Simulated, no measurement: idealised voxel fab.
Module name: voxel capacitor over wiring (process module)
Section shown: cut. Width: 235 nm. Cell size: 5 nm, square.
When this document writes out a cross-section, it uses a grid of square cells and lists it as bands, beginning at the top and moving down, with a band standing for one or more rows of cells. The entry gives the band's vertical extent as a top height and a bottom height in nm, then its horizontal make-up as materials from left to right, each with a width in nm. "blank" stands for empty space; a single material marked "edge to edge" fills the band edge to edge. We count height from 0. Below that, the starting wafer is all one material. The lowest band never ends at the bottom but goes on down; see "0 and below" for how that is written. It should be noted that a width expressed as "30->40" varies in equal increments from row to row of cells within the band, taking the value of the first number at the top row and that of the second number at the bottom row. Any step labelled "changes: none" changed none of the cells in the cross-section. Enclosed voids (no open way to top), threshold 8 cells or more, entry "Fully sealed voids", notation width x height at distance, distance from left edge, nm. Formally, on a step line, whatever follows the settings is a remark that the simulator itself makes on the step. A step line may carry the setting "overlay nm", which, for steps involving a mask, states the distance by which the mask lay to the right of its intended position; negative values denote displacement to the left.

# This section lists the process steps that were planned
- 1: RECEIVE (material Si)
- 2: CONFORMAL_DEP (material SiO2; thk nm 10)
- 3: DIRECTIONAL_DEP (material TiN; thk nm 5)
- 4: DIRECTIONAL_DEP (material Ru; thk nm 25)
- 5: DIRECTIONAL_DEP (material aC; thk nm 10)
- 6: PATTERN (tone cover; mask id METAL_1; material resist; width nm 30; pitch nm 80; thk nm 25; overlay nm 0)
- 7: DIRECTIONAL_ETCH (etch materials aC; depth nm 10)
- 8: STRIP (etch materials resist)
- 9: DIRECTIONAL_ETCH (etch materials Ru; depth nm 25)
- 10: DIRECTIONAL_ETCH (etch materials TiN; depth nm 5)
- 11: STRIP (etch materials aC)
- 12: CONFORMAL_DEP (material SiCN; thk nm 5)
- 13: FILL_DEP (material lowk; thk nm 10)
- 14: CMP (height nm 40)
- 15: CONFORMAL_DEP (material SiCN; thk nm 5)
- 16: DIRECTIONAL_DEP (material lowk; thk nm 10)
- 17: MASKED_ETCH (tone open; mask id PLUG_1; width nm 15; etch materials lowk; depth nm 10; overlay nm 0)
- 18: MASKED_ETCH (tone open; mask id PLUG_1; width nm 15; etch materials SiCN; depth nm 5; overlay nm 0)
- 19: CONFORMAL_DEP (material TiN; thk nm 5)
- 20: FILL_DEP (material Cu; thk nm 10)
- 21: CMP (height nm 55)
- 22: DIRECTIONAL_DEP (material TiN; thk nm 10)
- 23: DIRECTIONAL_DEP (material Al2O3; thk nm 5)
- 24: DIRECTIONAL_DEP (material TiN; thk nm 5)
- 25: PATTERN (tone cover; mask id UPPER_PLATE; material resist; width nm 55; thk nm 15; overlay nm 0)
- 26: DIRECTIONAL_ETCH (etch materials TiN; depth nm 5)
- 27: DIRECTIONAL_ETCH (etch materials Al2O3; depth nm 5)
- 28: STRIP (etch materials resist)
- 29: MASKED_ETCH (tone cover; mask id LOWER_PLATE; width nm 65; etch materials TiN; depth nm 10; overlay nm 0)
- 30: FILL_DEP (material SiO2; thk nm 15)
- 31: CMP (height nm 85)
- 32: PATTERN (tone open; mask id PLUG_2; material resist; width nm 15; thk nm 20; overlay nm 0)
- 33: DIRECTIONAL_ETCH (etch materials SiO2; depth nm 10)
- 34: STRIP (etch materials resist)
- 35: CONFORMAL_DEP (material TiN; thk nm 5)
- 36: FILL_DEP (material Cu; thk nm 10)
- 37: CMP (height nm 85)
- 38: CONFORMAL_DEP (material SiN; thk nm 5)

# The following pertains to the first of two wafers, which was processed as planned

# Cross-section of the incoming wafer, state after step 1
* 0 and below = Si edge to edge
* Fully sealed voids: none

# Cross-section of the wafer subsequent to step 2
* 10 down to 0 = SiO2 edge to edge
* Below 0, no change.

# Cross-section of the wafer subsequent to step 3
* 15 down to 10 = TiN edge to edge
* Below 10, no change.

# Cross-section of the wafer subsequent to step 4
* 40 down to 15 = Ru edge to edge
* Below 15, no change.

# Cross-section of the wafer subsequent to step 5
* 50 down to 40 = aC edge to edge
* Below 40, no change.

# Cross-section of the wafer subsequent to step 6
* 75 down to 50 = blank 60 nm / resist 30 nm / blank 50 nm / resist 30 nm / blank 65 nm
* Below 50, no change.

# Cross-section of the wafer subsequent to step 7
* 65 down to 50 = blank 60 nm / resist 30 nm / blank 50 nm / resist 30 nm / blank 65 nm
* 50 down to 40 = blank 60 nm / aC 30 nm / blank 50 nm / aC 30 nm / blank 65 nm
* Below 40, no change.

# Cross-section of the wafer subsequent to step 8
* 50 down to 40 = blank 60 nm / aC 30 nm / blank 50 nm / aC 30 nm / blank 65 nm
* Below 40, no change.

# Cross-section of the wafer subsequent to step 9
* 50 down to 40 = blank 60 nm / aC 30 nm / blank 50 nm / aC 30 nm / blank 65 nm
* 40 down to 15 = blank 60 nm / Ru 30 nm / blank 50 nm / Ru 30 nm / blank 65 nm
* Below 15, no change.

# Cross-section of the wafer subsequent to step 10
* 50 down to 40 = blank 60 nm / aC 30 nm / blank 50 nm / aC 30 nm / blank 65 nm
* 40 down to 15 = blank 60 nm / Ru 30 nm / blank 50 nm / Ru 30 nm / blank 65 nm
* 15 down to 10 = blank 60 nm / TiN 30 nm / blank 50 nm / TiN 30 nm / blank 65 nm
* Below 10, no change.

# Cross-section of the wafer subsequent to step 11
* 40 down to 15 = blank 60 nm / Ru 30 nm / blank 50 nm / Ru 30 nm / blank 65 nm
* Below 15, no change.

# Cross-section of the wafer subsequent to step 12
* 45 down to 40 = blank 55 nm / SiCN 40 nm / blank 40 nm / SiCN 40 nm / blank 60 nm
* 40 down to 15 = blank 55 nm / SiCN 5 nm / Ru 30 nm / SiCN 5 nm / blank 40 nm / SiCN 5 nm / Ru 30 nm / SiCN 5 nm / blank 60 nm
* 15 down to 10 = SiCN 60 nm / TiN 30 nm / SiCN 50 nm / TiN 30 nm / SiCN 65 nm
* Below 10, no change.

# Cross-section of the wafer subsequent to step 13
* 55 down to 45 = lowk edge to edge
* 45 down to 40 = lowk 55 nm / SiCN 40 nm / lowk 40 nm / SiCN 40 nm / lowk 60 nm
* 40 down to 15 = lowk 55 nm / SiCN 5 nm / Ru 30 nm / SiCN 5 nm / lowk 40 nm / SiCN 5 nm / Ru 30 nm / SiCN 5 nm / lowk 60 nm
* Below 15, no change.

# Cross-section of the wafer subsequent to step 14
* 40 down to 15 = lowk 55 nm / SiCN 5 nm / Ru 30 nm / SiCN 5 nm / lowk 40 nm / SiCN 5 nm / Ru 30 nm / SiCN 5 nm / lowk 60 nm
* Below 15, no change.

# Cross-section of the wafer subsequent to step 15
* 45 down to 40 = SiCN edge to edge
* Below 40, no change.

# Cross-section of the wafer subsequent to step 16
* 55 down to 45 = lowk edge to edge
* Below 45, no change.

# Cross-section of the wafer subsequent to step 17
* 55 down to 45 = lowk 75 nm / blank 15 nm / lowk 145 nm
* Below 45, no change.

# Cross-section of the wafer subsequent to step 18
* 55 down to 45 = lowk 75 nm / blank 15 nm / lowk 145 nm
* 45 down to 40 = SiCN 75 nm / blank 15 nm / SiCN 145 nm
* Below 40, no change.

# Cross-section of the wafer subsequent to step 19
* 60 down to 55 = TiN 80 nm / blank 5 nm / TiN 150 nm
* 55 down to 45 = lowk 75 nm / TiN 5 nm / blank 5 nm / TiN 5 nm / lowk 145 nm
* 45 down to 40 = SiCN 75 nm / TiN 15 nm / SiCN 145 nm
* Below 40, no change.

# Cross-section of the wafer subsequent to step 20
* 70 down to 60 = Cu edge to edge
* 60 down to 55 = TiN 80 nm / Cu 5 nm / TiN 150 nm
* 55 down to 45 = lowk 75 nm / TiN 5 nm / Cu 5 nm / TiN 5 nm / lowk 145 nm
* Below 45, no change.

# Cross-section of the wafer subsequent to step 21
* 55 down to 45 = lowk 75 nm / TiN 5 nm / Cu 5 nm / TiN 5 nm / lowk 145 nm
* Below 45, no change.

# Cross-section of the wafer subsequent to step 22
* 65 down to 55 = TiN edge to edge
* Below 55, no change.

# Cross-section of the wafer subsequent to step 23
* 70 down to 65 = Al2O3 edge to edge
* Below 65, no change.

# Cross-section of the wafer subsequent to step 24
* 75 down to 70 = TiN edge to edge
* Below 70, no change.

# Cross-section of the wafer subsequent to step 25
* 90 down to 75 = blank 75 nm / resist 55 nm / blank 105 nm
* Below 75, no change.

# Cross-section of the wafer subsequent to step 26
* 90 down to 75 = blank 75 nm / resist 55 nm / blank 105 nm
* 75 down to 70 = blank 75 nm / TiN 55 nm / blank 105 nm
* Below 70, no change.

# Cross-section of the wafer subsequent to step 27
* 90 down to 75 = blank 75 nm / resist 55 nm / blank 105 nm
* 75 down to 70 = blank 75 nm / TiN 55 nm / blank 105 nm
* 70 down to 65 = blank 75 nm / Al2O3 55 nm / blank 105 nm
* Below 65, no change.

# Cross-section of the wafer subsequent to step 28
* 75 down to 70 = blank 75 nm / TiN 55 nm / blank 105 nm
* Below 70, no change.

# Cross-section of the wafer subsequent to step 29
* 75 down to 70 = blank 75 nm / TiN 55 nm / blank 105 nm
* 70 down to 65 = blank 75 nm / Al2O3 55 nm / blank 105 nm
* 65 down to 55 = blank 70 nm / TiN 65 nm / blank 100 nm
* Below 55, no change.

# Cross-section of the wafer subsequent to step 30
* 90 down to 75 = SiO2 edge to edge
* 75 down to 70 = SiO2 75 nm / TiN 55 nm / SiO2 105 nm
* 70 down to 65 = SiO2 75 nm / Al2O3 55 nm / SiO2 105 nm
* 65 down to 55 = SiO2 70 nm / TiN 65 nm / SiO2 100 nm
* Below 55, no change.

# Cross-section of the wafer subsequent to step 31
* 85 down to 75 = SiO2 edge to edge
* Below 75, no change.

# Cross-section of the wafer subsequent to step 32
* 105 down to 85 = resist 85 nm / blank 15 nm / resist 135 nm
* Below 85, no change.

# Cross-section of the wafer subsequent to step 33
* 105 down to 85 = resist 85 nm / blank 15 nm / resist 135 nm
* 85 down to 75 = SiO2 85 nm / blank 15 nm / SiO2 135 nm
* Below 75, no change.

# Cross-section of the wafer subsequent to step 34
* 85 down to 75 = SiO2 85 nm / blank 15 nm / SiO2 135 nm
* Below 75, no change.

# Cross-section of the wafer subsequent to step 35
* 90 down to 85 = TiN 90 nm / blank 5 nm / TiN 140 nm
* 85 down to 80 = SiO2 85 nm / TiN 5 nm / blank 5 nm / TiN 5 nm / SiO2 135 nm
* 80 down to 70 = SiO2 85->75 nm / TiN 15->55 nm / SiO2 135->105 nm
* Below 70, no change.

# Cross-section of the wafer subsequent to step 36
* 100 down to 90 = Cu edge to edge
* 90 down to 85 = TiN 90 nm / Cu 5 nm / TiN 140 nm
* 85 down to 80 = SiO2 85 nm / TiN 5 nm / Cu 5 nm / TiN 5 nm / SiO2 135 nm
* Below 80, no change.

# Cross-section of the wafer subsequent to step 37
* 85 down to 80 = SiO2 85 nm / TiN 5 nm / Cu 5 nm / TiN 5 nm / SiO2 135 nm
* Below 80, no change.

# Cross-section of the wafer subsequent to step 38
* 90 down to 85 = SiN edge to edge
* Below 85, no change.

# The Second Wafer: Common Origin and Plan, One Mistake in Execution, Identical to the First Through Step 2

# Second wafer shown in cross-section at the time step 3 was slated to end
* 35 down to 10 = Ru edge to edge
* Below 10, no change.

# Second wafer shown in cross-section at the time step 4 was slated to end
* 40 down to 35 = TiN edge to edge
* Below 35, no change.

# Second wafer shown in cross-section at the time step 5 was slated to end
* 50 down to 40 = aC edge to edge
* Below 40, no change.

# Second wafer shown in cross-section at the time step 6 was slated to end
* 75 down to 50 = blank 60 nm / resist 30 nm / blank 50 nm / resist 30 nm / blank 65 nm
* Below 50, no change.

# Second wafer shown in cross-section at the time step 7 was slated to end
* 65 down to 50 = blank 60 nm / resist 30 nm / blank 50 nm / resist 30 nm / blank 65 nm
* 50 down to 40 = blank 60 nm / aC 30 nm / blank 50 nm / aC 30 nm / blank 65 nm
* Below 40, no change.

# Second wafer shown in cross-section at the time step 8 was slated to end
* 50 down to 40 = blank 60 nm / aC 30 nm / blank 50 nm / aC 30 nm / blank 65 nm
* Below 40, no change.

Second wafer shown in cross-section at the time step 9 was slated to end: changes: none

# Second wafer shown in cross-section at the time step 10 was slated to end
* 50 down to 40 = blank 60 nm / aC 30 nm / blank 50 nm / aC 30 nm / blank 65 nm
* 40 down to 35 = blank 60 nm / TiN 30 nm / blank 50 nm / TiN 30 nm / blank 65 nm
* Below 35, no change.

# Second wafer shown in cross-section at the time step 11 was slated to end
* 40 down to 35 = blank 60 nm / TiN 30 nm / blank 50 nm / TiN 30 nm / blank 65 nm
* Below 35, no change.

# Second wafer shown in cross-section at the time step 12 was slated to end
* 45 down to 40 = blank 55 nm / SiCN 40 nm / blank 40 nm / SiCN 40 nm / blank 60 nm
* 40 down to 35 = SiCN 60 nm / TiN 30 nm / SiCN 50 nm / TiN 30 nm / SiCN 65 nm
* Below 35, no change.

# Second wafer shown in cross-section at the time step 13 was slated to end
* 55 down to 45 = lowk edge to edge
* 45 down to 40 = lowk 55 nm / SiCN 40 nm / lowk 40 nm / SiCN 40 nm / lowk 60 nm
* Below 40, no change.

# Second wafer shown in cross-section at the time step 14 was slated to end
* 40 down to 35 = SiCN 60 nm / TiN 30 nm / SiCN 50 nm / TiN 30 nm / SiCN 65 nm
* Below 35, no change.

# Second wafer shown in cross-section at the time step 15 was slated to end
* 45 down to 40 = SiCN edge to edge
* Below 40, no change.

# Second wafer shown in cross-section at the time step 16 was slated to end
* 55 down to 45 = lowk edge to edge
* Below 45, no change.

# Second wafer shown in cross-section at the time step 17 was slated to end
* 55 down to 45 = lowk 75 nm / blank 15 nm / lowk 145 nm
* Below 45, no change.

# Second wafer shown in cross-section at the time step 18 was slated to end
* 55 down to 45 = lowk 75 nm / blank 15 nm / lowk 145 nm
* 45 down to 40 = SiCN 75 nm / blank 15 nm / SiCN 145 nm
* Below 40, no change.

# Second wafer shown in cross-section at the time step 19 was slated to end
* 60 down to 55 = TiN 80 nm / blank 5 nm / TiN 150 nm
* 55 down to 45 = lowk 75 nm / TiN 5 nm / blank 5 nm / TiN 5 nm / lowk 145 nm
* 45 down to 40 = SiCN 75 nm / TiN 15 nm / SiCN 145 nm
* Below 40, no change.

# Second wafer shown in cross-section at the time step 20 was slated to end
* 70 down to 60 = Cu edge to edge
* 60 down to 55 = TiN 80 nm / Cu 5 nm / TiN 150 nm
* 55 down to 45 = lowk 75 nm / TiN 5 nm / Cu 5 nm / TiN 5 nm / lowk 145 nm
* Below 45, no change.

# Second wafer shown in cross-section at the time step 21 was slated to end
* 55 down to 45 = lowk 75 nm / TiN 5 nm / Cu 5 nm / TiN 5 nm / lowk 145 nm
* Below 45, no change.

# Second wafer shown in cross-section at the time step 22 was slated to end
* 65 down to 55 = TiN edge to edge
* Below 55, no change.

# Second wafer shown in cross-section at the time step 23 was slated to end
* 70 down to 65 = Al2O3 edge to edge
* Below 65, no change.

# Second wafer shown in cross-section at the time step 24 was slated to end
* 75 down to 70 = TiN edge to edge
* Below 70, no change.

# Second wafer shown in cross-section at the time step 25 was slated to end
* 90 down to 75 = blank 75 nm / resist 55 nm / blank 105 nm
* Below 75, no change.

# Second wafer shown in cross-section at the time step 26 was slated to end
* 90 down to 75 = blank 75 nm / resist 55 nm / blank 105 nm
* 75 down to 70 = blank 75 nm / TiN 55 nm / blank 105 nm
* Below 70, no change.

# Second wafer shown in cross-section at the time step 27 was slated to end
* 90 down to 75 = blank 75 nm / resist 55 nm / blank 105 nm
* 75 down to 70 = blank 75 nm / TiN 55 nm / blank 105 nm
* 70 down to 65 = blank 75 nm / Al2O3 55 nm / blank 105 nm
* Below 65, no change.

# Second wafer shown in cross-section at the time step 28 was slated to end
* 75 down to 70 = blank 75 nm / TiN 55 nm / blank 105 nm
* Below 70, no change.

# Second wafer shown in cross-section at the time step 29 was slated to end
* 75 down to 70 = blank 75 nm / TiN 55 nm / blank 105 nm
* 70 down to 65 = blank 75 nm / Al2O3 55 nm / blank 105 nm
* 65 down to 55 = blank 70 nm / TiN 65 nm / blank 100 nm
* Below 55, no change.

# Second wafer shown in cross-section at the time step 30 was slated to end
* 90 down to 75 = SiO2 edge to edge
* 75 down to 70 = SiO2 75 nm / TiN 55 nm / SiO2 105 nm
* 70 down to 65 = SiO2 75 nm / Al2O3 55 nm / SiO2 105 nm
* 65 down to 55 = SiO2 70 nm / TiN 65 nm / SiO2 100 nm
* Below 55, no change.

# Second wafer shown in cross-section at the time step 31 was slated to end
* 85 down to 75 = SiO2 edge to edge
* Below 75, no change.

# Second wafer shown in cross-section at the time step 32 was slated to end
* 105 down to 85 = resist 85 nm / blank 15 nm / resist 135 nm
* Below 85, no change.

# Second wafer shown in cross-section at the time step 33 was slated to end
* 105 down to 85 = resist 85 nm / blank 15 nm / resist 135 nm
* 85 down to 75 = SiO2 85 nm / blank 15 nm / SiO2 135 nm
* Below 75, no change.

# Second wafer shown in cross-section at the time step 34 was slated to end
* 85 down to 75 = SiO2 85 nm / blank 15 nm / SiO2 135 nm
* Below 75, no change.

# Second wafer shown in cross-section at the time step 35 was slated to end
* 90 down to 85 = TiN 90 nm / blank 5 nm / TiN 140 nm
* 85 down to 80 = SiO2 85 nm / TiN 5 nm / blank 5 nm / TiN 5 nm / SiO2 135 nm
* 80 down to 70 = SiO2 85->75 nm / TiN 15->55 nm / SiO2 135->105 nm
* Below 70, no change.

# Second wafer shown in cross-section at the time step 36 was slated to end
* 100 down to 90 = Cu edge to edge
* 90 down to 85 = TiN 90 nm / Cu 5 nm / TiN 140 nm
* 85 down to 80 = SiO2 85 nm / TiN 5 nm / Cu 5 nm / TiN 5 nm / SiO2 135 nm
* Below 80, no change.

# Second wafer shown in cross-section at the time step 37 was slated to end
* 85 down to 80 = SiO2 85 nm / TiN 5 nm / Cu 5 nm / TiN 5 nm / SiO2 135 nm
* Below 80, no change.

# Second wafer shown in cross-section at the time step 38 was slated to end
* 90 down to 85 = SiN edge to edge
* Below 85, no change.
What was done differently from what was planned? ran 3 and 4 in swapped order versus the plan
Looking at both finished wafers in cells, the second ends up ahead of or behind the first on some materials: Ru: 175 more | SiCN: 20 fewer | lowk: 155 fewer
